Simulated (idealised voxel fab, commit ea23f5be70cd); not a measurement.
Presented below is a process module, voxel capacitor over wiring.
FYI the section here is cut, 235 nm wide, cells are 5 nm squares.
Bands, listed from the top down, are how a cross-section gets written in this document; the cross-section itself is a grid of square cells, and a band is one or more rows of them. This entry defines a band. It first specifies the height of the band's top and the height of its bottom in nm, and then specifies the band's materials from left to right, stating each material with its width in nm. The word "edge to edge" identifies a single material that fills the band from edge to edge, while the word "air" identifies empty space. Zero point of the height axis is 0; under it, received wafer = one material. Lowest band: continues down indefinitely, "0 -> down". You'd read "30 to 40" like this: the band's top row of cells is as wide as the first number, its bottom row is as wide as the second, and going down, every row changes width by the same amount as the row before did. Any step labelled "nothing different" changed none of the cells in the cross-section. Non-vented voids: empty space of 8 cells or more with no open way to the top, each as width x height at its distance from the left edge, in nm. It should be noted that, on the line of a given step, the content following the step's settings is a remark produced by the simulator itself with respect to that step. overlay nm: for a step with a mask, the amount by which the mask lay right of where it was planned; a negative amount means left of it.

# So here's the lineup of process steps we planned
1. RECEIVE | material Si
2. CONFORMAL_DEP | material SiO2 | thk nm 10
3. DIRECTIONAL_DEP | material TiN | thk nm 5
4. DIRECTIONAL_DEP | material Ru | thk nm 25
5. DIRECTIONAL_DEP | material aC | thk nm 10
6. PATTERN | tone cover | mask id METAL_1 | material resist | width nm 30 | pitch nm 85 | thk nm 30 | overlay nm 0
7. DIRECTIONAL_ETCH | etch materials aC | depth nm 10
8. STRIP | etch materials resist
9. DIRECTIONAL_ETCH | etch materials Ru | depth nm 25
10. DIRECTIONAL_ETCH | etch materials TiN | depth nm 5
11. STRIP | etch materials aC
12. CONFORMAL_DEP | material SiCN | thk nm 5
13. FILL_DEP | material lowk | thk nm 5
14. CMP | height nm 40
15. CONFORMAL_DEP | material SiCN | thk nm 5
16. DIRECTIONAL_DEP | material SiO2 | thk nm 5
17. MASKED_ETCH | tone open | mask id PLUG_1 | width nm 15 | etch materials SiO2 | depth nm 10 | overlay nm 0
18. MASKED_ETCH | tone open | mask id PLUG_1 | width nm 15 | etch materials SiCN | depth nm 5 | overlay nm 0
19. EPI | material Ru | thk nm 10
20. EPI | material Ru | thk nm 5
21. DIRECTIONAL_DEP | material TiN | thk nm 10
22. DIRECTIONAL_DEP | material Al2O3 | thk nm 5
23. DIRECTIONAL_DEP | material TiN | thk nm 5
24. DIRECTIONAL_DEP | material aC | thk nm 10
25. PATTERN | tone cover | mask id UPPER_PLATE | material resist | width nm 60 | thk nm 30 | overlay nm 0
26. DIRECTIONAL_ETCH | etch materials aC | depth nm 10
27. STRIP | etch materials resist
28. DIRECTIONAL_ETCH | etch materials TiN | depth nm 5
29. DIRECTIONAL_ETCH | etch materials Al2O3 | depth nm 5
30. STRIP | etch materials aC
31. MASKED_ETCH | tone cover | mask id LOWER_PLATE | width nm 70 | etch materials TiN | depth nm 10 | overlay nm 0
32. FILL_DEP | material SiO2 | thk nm 20
33. CMP | height nm 90
34. DIRECTIONAL_DEP | material aC | thk nm 15
35. PATTERN | tone open | mask id PLUG_2 | material resist | width nm 15 | thk nm 30 | overlay nm 0
36. DIRECTIONAL_ETCH | etch materials aC | depth nm 15
37. STRIP | etch materials resist
38. DIRECTIONAL_ETCH | etch materials SiO2 | depth nm 15
39. STRIP | etch materials aC
40. CONFORMAL_DEP | material TiN | thk nm 5
41. FILL_DEP | material W | thk nm 5
42. CMP | height nm 90
43. CONFORMAL_DEP | material SiCN | thk nm 5
The plan shows the thk nm of step 16 as the first wafer had it; this setting differs between the wafers, which start out alike.

# The first of several wafers in cross-section, exactly as it reached us after step 1
* 0 -> down  Si edge to edge
* Non-vented voids: none

# The cross-section of the first of several wafers is given below for the end of the module, after its final step, step 43
* 95 -> 90  SiCN edge to edge
* 90 -> 80  SiO2=85, TiN=5, W=5, TiN=5, SiO2=135
* 80 -> 70  SiO2=85 to 75, TiN=15 to 20, SiO2=135 to 140
* 70 -> 65  SiO2=75, Al2O3=20, TiN=40, SiO2=100
* 65 -> 60  SiO2=70, TiN=25, Al2O3=40, SiO2=100
* 60 -> 55  SiO2=70, TiN=70, SiO2=95
* 55 -> 50  SiO2=70, Ru=25, TiN=45, SiO2=95
* 50 -> 45  SiO2=75, Ru=15, SiO2=145
* 45 -> 40  SiCN=75, Ru=15, SiCN=145
* 40 -> 15  lowk=55, SiCN=5, Ru=30, SiCN=5, lowk=45, SiCN=5, Ru=30, SiCN=5, lowk=55
* 15 -> 10  SiCN=60, TiN=30, SiCN=55, TiN=30, SiCN=60
* 10 -> 0  SiO2 edge to edge
* 0 -> down  Si edge to edge
* Non-vented voids: none

# X-section, last wafer, module end
* 95 -> 90  SiCN edge to edge
* 90 -> 85  SiO2=85, TiN=50, SiO2=100
* 85 -> 80  SiO2=85, TiN=5, Al2O3=45, SiO2=100
* 80 -> 75  SiO2=70, TiN=70, SiO2=95
* 75 -> 70  SiO2=70, TiN=5, Al2O3=15, TiN=50, SiO2=95
* 70 -> 60  SiO2=75, TiN=15, SiO2=145
* 60 -> 45  SiO2 edge to edge
* 45 -> 40  SiCN edge to edge
* 40 -> 15  lowk=55, SiCN=5, Ru=30, SiCN=5, lowk=45, SiCN=5, Ru=30, SiCN=5, lowk=55
* 15 -> 10  SiCN=60, TiN=30, SiCN=55, TiN=30, SiCN=60
* 10 -> 0  SiO2 edge to edge
* 0 -> down  Si edge to edge
* Non-vented voids: none

# Per wafer, end of module: cells gained (+) or lost (-) per material since receipt, then closed voids
thk nm 5, +12 Al2O3, +71 Ru, +146 SiCN, +448 SiO2, +59 TiN, +2 W, +155 lowk, Non-vented voids: none
thk nm 10, +12 Al2O3, +69 Ru, +146 SiCN, +450 SiO2, +59 TiN, +2 W, +155 lowk, Non-vented voids: none
thk nm 15, +12 Al2O3, +60 Ru, +149 SiCN, +458 SiO2, +58 TiN, +1 W, +155 lowk, Non-vented voids: none
thk nm 20, +12 Al2O3, +60 Ru, +149 SiCN, +460 SiO2, +57 TiN, +155 lowk, Non-vented voids: none
thk nm 25, +12 Al2O3, +60 Ru, +149 SiCN, +463 SiO2, +54 TiN, +155 lowk, Non-vented voids: none
